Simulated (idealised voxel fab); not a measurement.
Presented below is a process module, voxel transistor to metal.
Pictured: cross-section cut, 150 nm wide, on a grid of 5 nm square cells.
Cross-section, as written here: a square-cell grid given band by band from the top down, where a band holds one or more rows of cells.
Per band: top height and bottom height in nm, followed by the left-to-right materials and their widths in nm; "full width" marks a single material spanning edge to edge, "empty" marks empty space.
Heights are reckoned from 0. Under this level, the received wafer is all of one material. The bottommost band is open-ended downward, for example "top 0, no bottom".
With a width like "30 to 40", each row of cells in the band differs from the next by the same amount, the top row carrying the first number and the bottom row the second.
The cross-section has no changed cell in any step marked "no modifications".
Voids not open to the top, 8 cells minimum: see "Voids, enclosed". Written width x height at distance; distance is from the left edge; nm.
Whatever follows a step's settings on its line is a remark the simulator itself makes about that step.
For masked steps, "overlay nm" on the step line gives how far right of plan the mask actually lay; a minus sign means it lay to the left.

## Below is the list of planned process steps
1,RECEIVE,material Si
2,CONFORMAL_DEP,material SiO2,thk nm 5
3,CONFORMAL_DEP,material SiN,thk nm 15
4,DIRECTIONAL_DEP,material aC,thk nm 15
5,PATTERN,tone cover,mask id ACTIVE,material resist,width nm 100,thk nm 35,overlay nm 0
6,DIRECTIONAL_ETCH,etch materials aC,depth nm 15
7,STRIP,etch materials resist
8,DIRECTIONAL_ETCH,etch materials SiN,depth nm 15
9,DIRECTIONAL_ETCH,etch materials SiO2,depth nm 5
10,DIRECTIONAL_ETCH,etch materials Si,depth nm 25
11,STRIP,etch materials aC
12,OXIDIZE,depth nm 5
13,FILL_DEP,material SiO2,thk nm 10
14,CMP,height nm 20
15,SELECTIVE_ETCH,etch materials SiO2,depth nm 10
16,STRIP,etch materials SiN
17,SELECTIVE_ETCH,etch materials SiO2,depth nm 5
18,OXIDIZE,depth nm 5
19,DIRECTIONAL_DEP,material polySi,thk nm 20
20,DIRECTIONAL_DEP,material SiCN,thk nm 15
21,PATTERN,tone cover,mask id GATE,material resist,width nm 20,thk nm 15,overlay nm 0
22,DIRECTIONAL_ETCH,etch materials SiCN,depth nm 25
23,DIRECTIONAL_ETCH,etch materials polySi,depth nm 30
24,STRIP,etch materials resist
25,CONFORMAL_DEP,material SiN,thk nm 10
26,DIRECTIONAL_ETCH,etch materials SiN,depth nm 10
27,DIRECTIONAL_ETCH,etch materials SiO2,depth nm 5
28,DIRECTIONAL_ETCH,etch materials Si,depth nm 15
29,EPI,material nSi,thk nm 15
30,FILL_DEP,material SiO2,thk nm 5
31,CMP,height nm 35
32,DIRECTIONAL_DEP,material SiO2,thk nm 15
33,MASKED_ETCH,tone open,mask id CONTACT,width nm 30,pitch nm 60,etch materials SiO2,depth nm 55,overlay nm 0
34,CONFORMAL_DEP,material TiN,thk nm 5
35,FILL_DEP,material W,thk nm 10
36,CMP,height nm 50
37,CONFORMAL_DEP,material SiN,thk nm 5
38,DIRECTIONAL_DEP,material SiO2,thk nm 15
39,MASKED_ETCH,tone open,mask id METAL_1,width nm 15,pitch nm 75,etch materials SiO2,depth nm 15,overlay nm 0
40,MASKED_ETCH,tone open,mask id METAL_1,width nm 15,pitch nm 75,etch materials SiN,depth nm 5,overlay nm -15
41,CONFORMAL_DEP,material TiN,thk nm 5
42,FILL_DEP,material Cu,thk nm 10
43,CMP,height nm 70
44,CONFORMAL_DEP,material SiCN,thk nm 5
45,DIRECTIONAL_DEP,material SiO2,thk nm 35
46,PATTERN,tone open,mask id METAL_2,material resist,width nm 15,pitch nm 75,thk nm 20,overlay nm 0
47,DIRECTIONAL_ETCH,etch materials SiO2,depth nm 20
48,STRIP,etch materials resist
49,DIRECTIONAL_DEP,material aC,thk nm 15
50,PATTERN,tone open,mask id METAL_2_HOLES,material resist,width nm 15,pitch nm 75,thk nm 30,overlay nm 0
51,DIRECTIONAL_ETCH,etch materials aC,depth nm 15
52,STRIP,etch materials resist
53,DIRECTIONAL_ETCH,etch materials SiO2,depth nm 15
54,DIRECTIONAL_ETCH,etch materials SiCN,depth nm 5
55,STRIP,etch materials aC
56,CONFORMAL_DEP,material TiN,thk nm 5
57,FILL_DEP,material Cu,thk nm 5
58,CMP,height nm 110
59,CONFORMAL_DEP,material SiN,thk nm 5
Every wafer here starts from the same state; it is the step 40 overlay nm that distinguishes them, and the value the plan gives belongs to the first wafer.

## Cross-section of the first incoming wafer of several, state after step 1
	top 0, no bottom: Si full width
	Voids, enclosed: none

## Cross-section of the first of several wafers, taken after step 59, where the module ends
	top 115, bottom 110: SiN full width
	top 110, bottom 75: 30 nm SiO2, 5 nm TiN, 5 nm Cu, 5 nm TiN, 60 nm SiO2, 5 nm TiN, 5 nm Cu, 5 nm TiN, 30 nm SiO2
	top 75, bottom 70: 30 nm SiCN, 15 nm TiN, 60 nm SiCN, 15 nm TiN, 30 nm SiCN
	top 70, bottom 60: 30 nm SiO2, 5 nm TiN, 5 nm Cu, 5 nm TiN, 60 nm SiO2, 5 nm TiN, 5 nm Cu, 5 nm TiN, 30 nm SiO2
	top 60, bottom 55: 30 nm SiO2, 15 nm TiN, 60 nm SiO2, 15 nm TiN, 30 nm SiO2
	top 55, bottom 50: SiN full width
	top 50, bottom 40: 30 nm SiO2, 5 nm TiN, 20 nm W, 5 nm TiN, 30 nm SiO2, 5 nm TiN, 20 nm W, 5 nm TiN, 30 nm SiO2
	top 40, bottom 35: 30 nm SiO2, 5 nm TiN, 15 nm W, 10 nm TiN, 30 nm SiO2, 10 nm TiN, 15 nm W, 5 nm TiN, 30 nm SiO2
	top 35, bottom 20: 30 nm SiO2, 5 nm TiN, 15 nm W, 5 nm TiN, 10 nm SiN, 20 nm SiCN, 10 nm SiN, 5 nm TiN, 15 nm W, 5 nm TiN, 30 nm SiO2
	top 20, bottom 15: 30 nm SiO2, 5 nm TiN, 15 nm W, 5 nm TiN, 10 nm SiN, 20 nm polySi, 10 nm SiN, 5 nm TiN, 15 nm W, 5 nm TiN, 30 nm SiO2
	top 15, bottom 10: 30 nm SiO2, 25 nm TiN, 10 nm SiN, 20 nm polySi, 10 nm SiN, 25 nm TiN, 30 nm SiO2
	top 10, bottom 5: 30 nm SiO2, 10 nm TiN, 15 nm nSi, 10 nm SiN, 20 nm polySi, 10 nm SiN, 15 nm nSi, 10 nm TiN, 30 nm SiO2
	top 5, bottom 0: 20 nm SiO2, 10 nm SiN, 10 nm TiN, 15 nm nSi, 10 nm SiN, 20 nm polySi, 10 nm SiN, 15 nm nSi, 10 nm TiN, 10 nm SiN, 20 nm SiO2
	top 0, bottom -5: 30 nm SiO2, 10 nm TiN, 15 nm nSi, 40 nm SiO2, 15 nm nSi, 10 nm TiN, 30 nm SiO2
	top -5, bottom -20: 30 nm SiO2, 25 nm nSi, 40 nm Si, 25 nm nSi, 30 nm SiO2
	top -20, bottom -30: 30 nm SiO2, 90 nm Si, 30 nm SiO2
	top -30, no bottom: Si full width
	Voids, enclosed: none

## Last wafer of the set, cross-sectioned at end of module
	top 115, bottom 110: SiN full width
	top 110, bottom 75: 30 nm SiO2, 5 nm TiN, 5 nm Cu, 5 nm TiN, 60 nm SiO2, 5 nm TiN, 5 nm Cu, 5 nm TiN, 30 nm SiO2
	top 75, bottom 70: 30 nm SiCN, 15 nm TiN, 60 nm SiCN, 15 nm TiN, 30 nm SiCN
	top 70, bottom 60: 30 nm SiO2, 5 nm TiN, 5 nm Cu, 5 nm TiN, 60 nm SiO2, 5 nm TiN, 5 nm Cu, 5 nm TiN, 30 nm SiO2
	top 60, bottom 55: 30 nm SiO2, 15 nm TiN, 60 nm SiO2, 15 nm TiN, 30 nm SiO2
	top 55, bottom 50: SiN full width
	top 50, bottom 40: 30 nm SiO2, 5 nm TiN, 20 nm W, 5 nm TiN, 30 nm SiO2, 5 nm TiN, 20 nm W, 5 nm TiN, 30 nm SiO2
	top 40, bottom 35: 30 nm SiO2, 5 nm TiN, 15 nm W, 10 nm TiN, 30 nm SiO2, 10 nm TiN, 15 nm W, 5 nm TiN, 30 nm SiO2
	top 35, bottom 20: 30 nm SiO2, 5 nm TiN, 15 nm W, 5 nm TiN, 10 nm SiN, 20 nm SiCN, 10 nm SiN, 5 nm TiN, 15 nm W, 5 nm TiN, 30 nm SiO2
	top 20, bottom 15: 30 nm SiO2, 5 nm TiN, 15 nm W, 5 nm TiN, 10 nm SiN, 20 nm polySi, 10 nm SiN, 5 nm TiN, 15 nm W, 5 nm TiN, 30 nm SiO2
	top 15, bottom 10: 30 nm SiO2, 25 nm TiN, 10 nm SiN, 20 nm polySi, 10 nm SiN, 25 nm TiN, 30 nm SiO2
	top 10, bottom 5: 30 nm SiO2, 10 nm TiN, 15 nm nSi, 10 nm SiN, 20 nm polySi, 10 nm SiN, 15 nm nSi, 10 nm TiN, 30 nm SiO2
	top 5, bottom 0: 20 nm SiO2, 10 nm SiN, 10 nm TiN, 15 nm nSi, 10 nm SiN, 20 nm polySi, 10 nm SiN, 15 nm nSi, 10 nm TiN, 10 nm SiN, 20 nm SiO2
	top 0, bottom -5: 30 nm SiO2, 10 nm TiN, 15 nm nSi, 40 nm SiO2, 15 nm nSi, 10 nm TiN, 30 nm SiO2
	top -5, bottom -20: 30 nm SiO2, 25 nm nSi, 40 nm Si, 25 nm nSi, 30 nm SiO2
	top -20, bottom -30: 30 nm SiO2, 90 nm Si, 30 nm SiO2
	top -30, no bottom: Si full width
	Voids, enclosed: none

## Below is a per-wafer table. In it, each row describes the wafer at the end of the module by giving, for each material, the number of cells gained (+) or lost (-) since the wafer was received, and after that the closed voids of the wafer
overlay nm -15; +18 Cu; -120 Si; +36 SiCN; +92 SiN; +454 SiO2; +100 TiN; +46 W; +48 nSi; +16 polySi; Voids, enclosed: none
overlay nm -10; +18 Cu; -120 Si; +36 SiCN; +90 SiN; +454 SiO2; +102 TiN; +46 W; +48 nSi; +16 polySi; Voids, enclosed: none
overlay nm -5; +18 Cu; -120 Si; +36 SiCN; +88 SiN; +454 SiO2; +104 TiN; +46 W; +48 nSi; +16 polySi; Voids, enclosed: none
overlay nm 0; +20 Cu; -120 Si; +36 SiCN; +86 SiN; +454 SiO2; +104 TiN; +46 W; +48 nSi; +16 polySi; Voids, enclosed: none
overlay nm 5; +18 Cu; -120 Si; +36 SiCN; +88 SiN; +454 SiO2; +104 TiN; +46 W; +48 nSi; +16 polySi; Voids, enclosed: none
overlay nm 10; +18 Cu; -120 Si; +36 SiCN; +90 SiN; +454 SiO2; +102 TiN; +46 W; +48 nSi; +16 polySi; Voids, enclosed: none
overlay nm 15; +18 Cu; -120 Si; +36 SiCN; +92 SiN; +454 SiO2; +100 TiN; +46 W; +48 nSi; +16 polySi; Voids, enclosed: none
